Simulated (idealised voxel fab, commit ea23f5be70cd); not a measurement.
The following process module bears the name voxel wiring stack.
Cross-section cut: width 190 nm, square cells of 5 nm.
This document writes a cross-section as a grid whose cells are square, and gives it as bands, listed from the top down; one or more rows of cells form a band.
Look at the band entry: it leads with the top's height and the bottom's height in nm. Then it lists the materials left to right, with a width in nm for each. The word "throughout" on a single material says that material fills the band edge to edge. The word "blank" is empty space.
Zero point of the height axis is 0; under it, received wafer = one material. Lowest band: continues down indefinitely, "from 0 down".
Think of "30->40" as a width that walks from the first number to the second as you go down the band, top row to bottom row, taking equal-sized steps from row to row.
"everything unchanged" for a step: no cell of the cross-section changed in that step.
Voids not open to the top, 8 cells minimum: see "Closed cavities". Written width x height at distance; distance is from the left edge; nm.
Heads up: the bit after the settings on a step's line is the simulator's remark on that step.
You can add "overlay nm" to a step's line. For a step with a mask, it describes how far the mask lay to the right of its planned position, and a negative number describes a lay to the left.
## plan
1,RECEIVE [material Si]
2,CONFORMAL_DEP [material SiO2] [thk nm 10]
3,DIRECTIONAL_DEP [material TiN] [thk nm 5]
4,DIRECTIONAL_DEP [material Ru] [thk nm 25]
5,PATTERN [tone cover] [mask id METAL_1] [material resist] [width nm 25] [pitch nm 40] [thk nm 15] [overlay nm 0]
6,DIRECTIONAL_ETCH [etch materials Ru] [depth nm 25]
7,DIRECTIONAL_ETCH [etch materials TiN] [depth nm 5]
8,STRIP [etch materials resist]
9,CONFORMAL_DEP [material SiCN] [thk nm 5]
10,FILL_DEP [material SiO2] [thk nm 10]
11,CMP [height nm 40]
12,CONFORMAL_DEP [material SiCN] [thk nm 5]
13,DIRECTIONAL_DEP [material SiO2] [thk nm 10]
14,MASKED_ETCH [tone open] [mask id PLUG_1] [width nm 15] [pitch nm 40] [etch materials SiO2] [depth nm 10] [overlay nm 0]
15,MASKED_ETCH [tone open] [mask id PLUG_1] [width nm 15] [pitch nm 40] [etch materials SiCN] [depth nm 5] [overlay nm 0]
16,CONFORMAL_DEP [material TiN] [thk nm 5]
17,FILL_DEP [material W] [thk nm 10]
18,CMP [height nm 55]
19,CONFORMAL_DEP [material SiN] [thk nm 5]
20,DIRECTIONAL_DEP [material SiO2] [thk nm 20]
21,DIRECTIONAL_DEP [material aC] [thk nm 15]
22,PATTERN [tone open] [mask id METAL_2] [material resist] [width nm 25] [pitch nm 40] [thk nm 30] [overlay nm 0]
23,DIRECTIONAL_ETCH [etch materials aC] [depth nm 15]
24,STRIP [etch materials resist]
25,DIRECTIONAL_ETCH [etch materials SiO2] [depth nm 20]
26,DIRECTIONAL_ETCH [etch materials SiN] [depth nm 5]
27,STRIP [etch materials aC]
28,CONFORMAL_DEP [material TiN] [thk nm 5]
29,FILL_DEP [material Cu] [thk nm 10]
30,CMP [height nm 80]
31,EPI [material Ru] [thk nm 5]
32,FILL_DEP [material SiCN] [thk nm 5]
## As-received wafer cross-section (after step 1)
> from 0 down: Si throughout
> Closed cavities: none
## Post-module cross-section: identical start and plan to those above, one misstep in execution
> from 90 to 85: SiCN throughout
> from 85 to 80: SiCN 35  Ru 35  SiCN 5  Ru 35  SiCN 5  Ru 35  SiCN 40
> from 80 to 60: SiO2 40  TiN 5  Cu 15  TiN 5  SiO2 15  TiN 5  Cu 15  TiN 5  SiO2 15  TiN 5  Cu 15  TiN 5  SiO2 45
> from 60 to 55: SiN 40  TiN 25  SiN 15  TiN 25  SiN 15  TiN 25  SiN 45
> from 55 to 45: SiO2 40  TiN 5  W 5  TiN 5  SiO2 25  TiN 5  W 5  TiN 5  SiO2 25  TiN 5  W 5  TiN 5  SiO2 55
> from 45 to 40: SiCN 40  TiN 15  SiCN 25  TiN 15  SiCN 25  TiN 15  SiCN 55
> from 40 to 15: TiN 35  SiCN 5  Ru 25  SiCN 5  TiN 5  SiCN 5  Ru 25  SiCN 5  TiN 5  SiCN 5  Ru 25  SiCN 5  TiN 40
> from 15 to 10: SiCN 40  TiN 25  SiCN 15  TiN 25  SiCN 15  TiN 25  SiCN 45
> from 10 to 0: SiO2 throughout
> from 0 down: Si throughout
> Closed cavities: none
Error vs. plan: planned and actual differ for step 10; actual: FILL_DEP [material TiN] [thk nm 10]
